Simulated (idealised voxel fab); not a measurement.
Herein follows the process module entitled voxel transistor to metal.
Section cut is 195 nm wide and gridded with 5 nm square cells.
In what follows, cross-sections appear as grids of square cells, described through bands that run from the top down, where every band is one or more rows of cells. Look at the band entry: it leads with the top's height and the bottom's height in nm. Then it lists the materials left to right, with a width in nm for each. The word "all across" on a single material says that material fills the band edge to edge. The word "blank" is empty space. Height datum 0, below which the as-received substrate wafer is one material. Lowest band open at the bottom, running downward: "0 down". Width "30->40": first value at the band's top row of cells, second value at its bottom row, equal change from row to row. "nothing altered" for a step: no cell of the cross-section changed in that step. The list in "Unvented internal voids" covers empty spaces of 8 cells or more that cannot reach the top through any open way, and it gives each as width x height at distance; the distance is from the left edge, and width, height and distance are in nm. Past the settings on a step's line: simulator remark, on that step. The line of a step may include "overlay nm". On a step with a mask, this value is how far to the right of its planned place the mask lay. A negative value means the mask lay to the left.
# The planned process steps are enumerated hereunder
- 1: RECEIVE: material Si
- 2: OXIDIZE: depth nm 5
- 3: CONFORMAL_DEP: material SiN, thk nm 15
- 4: MASKED_ETCH: tone cover, mask id ACTIVE, width nm 105, etch materials SiN, depth nm 15, overlay nm 0
- 5: MASKED_ETCH: tone cover, mask id ACTIVE, width nm 105, etch materials SiO2, depth nm 5, overlay nm 0
- 6: MASKED_ETCH: tone cover, mask id ACTIVE, width nm 105, etch materials Si, depth nm 25, overlay nm 0
- 7: FILL_DEP: material SiO2, thk nm 15
- 8: CMP: height nm 15
- 9: SELECTIVE_ETCH: etch materials SiO2, depth nm 5
- 10: STRIP: etch materials SiN
- 11: SELECTIVE_ETCH: etch materials SiO2, depth nm 5
- 12: OXIDIZE: depth nm 5
- 13: DIRECTIONAL_DEP: material polySi, thk nm 25
- 14: DIRECTIONAL_DEP: material SiCN, thk nm 10
- 15: MASKED_ETCH: tone cover, mask id GATE, width nm 15, etch materials SiCN, depth nm 20, overlay nm 0
- 16: MASKED_ETCH: tone cover, mask id GATE, width nm 15, etch materials polySi, depth nm 35, overlay nm 0
- 17: CONFORMAL_DEP: material SiO2, thk nm 5
- 18: DIRECTIONAL_ETCH: etch materials SiO2, depth nm 5
- 19: CONFORMAL_DEP: material SiN, thk nm 5
- 20: DIRECTIONAL_ETCH: etch materials SiN, depth nm 5
- 21: DIRECTIONAL_ETCH: etch materials SiO2, depth nm 5
- 22: DIRECTIONAL_ETCH: etch materials Si, depth nm 5
- 23: EPI: material SiGe, thk nm 10
- 24: FILL_DEP: material SiO2, thk nm 5
- 25: CMP: height nm 30
- 26: DIRECTIONAL_DEP: material SiO2, thk nm 10
- 27: DIRECTIONAL_DEP: material aC, thk nm 15
- 28: PATTERN: tone open, mask id CONTACT, material resist, width nm 35, pitch nm 60, thk nm 35, overlay nm 0
- 29: DIRECTIONAL_ETCH: etch materials aC, depth nm 15
- 30: STRIP: etch materials resist
- 31: DIRECTIONAL_ETCH: etch materials SiO2, depth nm 45
- 32: STRIP: etch materials aC
- 33: CONFORMAL_DEP: material TiN, thk nm 5
- 34: FILL_DEP: material Ru, thk nm 10
- 35: CMP: height nm 40
- 36: CONFORMAL_DEP: material SiN, thk nm 5
- 37: DIRECTIONAL_DEP: material lowk, thk nm 25
- 38: MASKED_ETCH: tone open, mask id METAL_1, width nm 20, pitch nm 75, etch materials lowk, depth nm 25, overlay nm 0
- 39: MASKED_ETCH: tone open, mask id METAL_1, width nm 20, pitch nm 75, etch materials SiN, depth nm 5, overlay nm 0
- 40: CONFORMAL_DEP: material TiN, thk nm 5
- 41: FILL_DEP: material W, thk nm 10
- 42: CMP: height nm 70
- 43: CONFORMAL_DEP: material SiCN, thk nm 5
Keep in mind the plan's value for the depth nm of step 9 comes from the first wafer; the wafers don't share that setting, but they do share the same starting point.
# As received, i.e. after step 1: cross-section through the first of several wafers
0 down  Si all across
Unvented internal voids: none
# For your reference, the table is organized with a row per wafer; each row reflects the wafer at the end of the module, indicating for each material the cells gained (+) or lost (-) since receipt, and thereafter its closed voids
depth nm 5, +58 Ru, -162 Si, +45 SiCN, +32 SiGe, +49 SiN, +299 SiO2, +74 TiN, +20 W, +155 lowk, +15 polySi, Unvented internal voids: none
depth nm 10, +58 Ru, -162 Si, +45 SiCN, +32 SiGe, +47 SiN, +301 SiO2, +74 TiN, +20 W, +155 lowk, +15 polySi, Unvented internal voids: none
depth nm 15, +62 Ru, -164 Si, +45 SiCN, +34 SiGe, +45 SiN, +299 SiO2, +74 TiN, +20 W, +155 lowk, +15 polySi, Unvented internal voids: none
depth nm 20, +62 Ru, -164 Si, +45 SiCN, +30 SiGe, +47 SiN, +301 SiO2, +74 TiN, +20 W, +155 lowk, +15 polySi, Unvented internal voids: none
